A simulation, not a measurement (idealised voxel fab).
Process module heading - voxel trench capacitor
Displayed cross-section: cut, width of 280 nm, square cells sized 5 nm.
Format of a cross-section: grid, square cells. Given as bands. Order: top down. Band: one or more rows of cells. Heads up on the band format: heights come first, top then bottom, in nm. After that it's the materials left to right, each with its width in nm. A single material flagged "throughout" fills the whole band edge to edge, and "empty" means there's empty space there. All heights in this document are referenced to 0, defined as the level beneath which the wafer, as received, consists entirely of one material. The lowest band is not bounded below; it extends indefinitely downward and is written in the form "from 0 down". So if you see something like "30..40" for the width, read it as the top row of the band sitting at the first number and the bottom row at the second, with every row in between moving by the same amount as the last. Any step labelled "no alterations made" changed none of the cells in the cross-section. "Enclosed void list" contains a list of empty spaces, each no smaller than 8 cells and without an open way to the top, written in the form width x height at distance with the distance from the left edge and all three in nm. What comes after the settings on a step's line is commentary from the simulator itself on that step. A step's line can hold "overlay nm"; with a mask on that step, the setting says how far right of the planned place the mask lay, while a negative setting says it lay to the left.
The steps planned for the process are as follows:
1,RECEIVE (material Si)
2,CONFORMAL_DEP (material SiN; thk nm 10)
3,PATTERN (tone open; mask id TRENCH; material resist; width nm 25; pitch nm 45; thk nm 15; overlay nm 0)
4,DIRECTIONAL_ETCH (etch materials SiN; depth nm 10)
5,DIRECTIONAL_ETCH (etch materials Si; depth nm 35)
6,STRIP (etch materials resist)
7,CONFORMAL_DEP (material Al2O3; thk nm 5)
8,FILL_DEP (material polySi; thk nm 10)
9,CMP (height nm 10)
as received, after step 1:
from 0 down | Si throughout
Enclosed void list: none
The module was run from the start shown above using the plan shown above, but one mistake was made doing it; the resulting wafer cross-section is below:
from 20 to 15 | polySi throughout
from 15 to 10 | 65 nm Al2O3 | 15 nm polySi | 30 nm Al2O3 | 15 nm polySi | 30 nm Al2O3 | 15 nm polySi | 30 nm Al2O3 | 15 nm polySi | 65 nm Al2O3
from 10 to 0 | 60 nm SiN | 5 nm Al2O3 | 15 nm polySi | 5 nm Al2O3 | 20 nm SiN | 5 nm Al2O3 | 15 nm polySi | 5 nm Al2O3 | 20 nm SiN | 5 nm Al2O3 | 15 nm polySi | 5 nm Al2O3 | 20 nm SiN | 5 nm Al2O3 | 15 nm polySi | 5 nm Al2O3 | 60 nm SiN
from 0 to -30 | 60 nm Si | 5 nm Al2O3 | 15 nm polySi | 5 nm Al2O3 | 20 nm Si | 5 nm Al2O3 | 15 nm polySi | 5 nm Al2O3 | 20 nm Si | 5 nm Al2O3 | 15 nm polySi | 5 nm Al2O3 | 20 nm Si | 5 nm Al2O3 | 15 nm polySi | 5 nm Al2O3 | 60 nm Si
from -30 to -35 | 60 nm Si | 25 nm Al2O3 | 20 nm Si | 25 nm Al2O3 | 20 nm Si | 25 nm Al2O3 | 20 nm Si | 25 nm Al2O3 | 60 nm Si
from -35 down | Si throughout
Enclosed void list: none
It is concluded that the wafer was processed incorrectly with respect to the plan, in that step 9 deviated from plan and actually ran as CMP (height nm 20)
